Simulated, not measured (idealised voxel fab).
The name of this process module is voxel gate over fins.
The cross-section shown here is cut; it is 275 nm wide and divided into square cells measuring 5 nm on a side.
Reading order for cross-sections: top band down to bottom band. Underlying form: a grid of square cells. Band size: one or more rows of cells. Band: top and bottom heights (nm) first, top before bottom; then materials from left to right, widths in nm. "everywhere" marks a sole material filling the band edge to edge. "blank" denotes empty space. The reference from which all heights are counted is 0, the level beneath which the as-received wafer is entirely one material; the lowest band, having no lower bound, proceeds downward and is written after the example "0 -> down". A width given as "30->40" starts at the first number in the band's top row and ends at the second number in its bottom row, shifting by an equal amount at every step from row to row. Where the words "remained the same" appear for a step, the cross-section shows no cell changed by that step; every cell remained as before. "Completely enclosed voids" specifies each empty space that is not open to the top and that occupies no fewer than 8 cells, using the form width x height at distance, the distance measured from the left edge and all three quantities in nm. That trailing text on a step's line, after the settings, is the simulator's own remark on the step. Among the settings permitted on a step's line is "overlay nm"; applied to a step with a mask, it specifies the extent to which the mask lay to the right of its planned position, whereas a negative figure signifies a position to the left.
Set out below are the planned steps of the process:
1. RECEIVE, material Si
2. CONFORMAL_DEP, material SiN, thk nm 10
3. MASKED_ETCH, tone cover, mask id FINS, width nm 15, pitch nm 55, etch materials SiN, depth nm 10, overlay nm 0
4. MASKED_ETCH, tone cover, mask id FINS, width nm 15, pitch nm 55, etch materials Si, depth nm 35, overlay nm 0
5. FILL_DEP, material SiO2, thk nm 10
6. CMP, height nm 10
7. PATTERN, tone open, mask id RAIL, material resist, width nm 15, thk nm 15, overlay nm 0
8. DIRECTIONAL_ETCH, etch materials SiO2, depth nm 40
9. STRIP, etch materials resist
10. CONFORMAL_DEP, material TiN, thk nm 5
11. FILL_DEP, material W, thk nm 10
12. CMP, height nm 10
13. SELECTIVE_ETCH, etch materials W Ru TiN, depth nm 30
14. FILL_DEP, material SiO2, thk nm 5
15. CMP, height nm 10
16. SELECTIVE_ETCH, etch materials SiO2, depth nm 25
17. STRIP, etch materials SiN
18. CONFORMAL_DEP, material HfO2, thk nm 5
19. CONFORMAL_DEP, material TiN, thk nm 5
20. CONFORMAL_DEP, material TiAl, thk nm 5
21. CONFORMAL_DEP, material TiN, thk nm 5
22. FILL_DEP, material W, thk nm 10
23. CMP, height nm 25
24. CONFORMAL_DEP, material SiN, thk nm 10
Be aware that, although all wafers share a common starting state, the width nm at step 7 differs among them, and the plan displays the first wafer's value.
Cross-section of the first incoming wafer of several, state after step 1:
* 0 -> down = Si everywhere
* Completely enclosed voids: none
Where each wafer stands at the end of the module, a row apiece: cells of each material gained (+) or lost (-) since it was received, then closed voids:
width nm 15; +67 HfO2; -343 Si; +110 SiN; +190 SiO2; +67 TiAl; +139 TiN; +155 W; Completely enclosed voids: none
width nm 20; +67 HfO2; -343 Si; +110 SiN; +188 SiO2; +67 TiAl; +140 TiN; +156 W; Completely enclosed voids: none
width nm 25; +67 HfO2; -343 Si; +110 SiN; +186 SiO2; +67 TiAl; +141 TiN; +157 W; Completely enclosed voids: none
width nm 30; +67 HfO2; -343 Si; +110 SiN; +184 SiO2; +67 TiAl; +142 TiN; +158 W; Completely enclosed voids: none
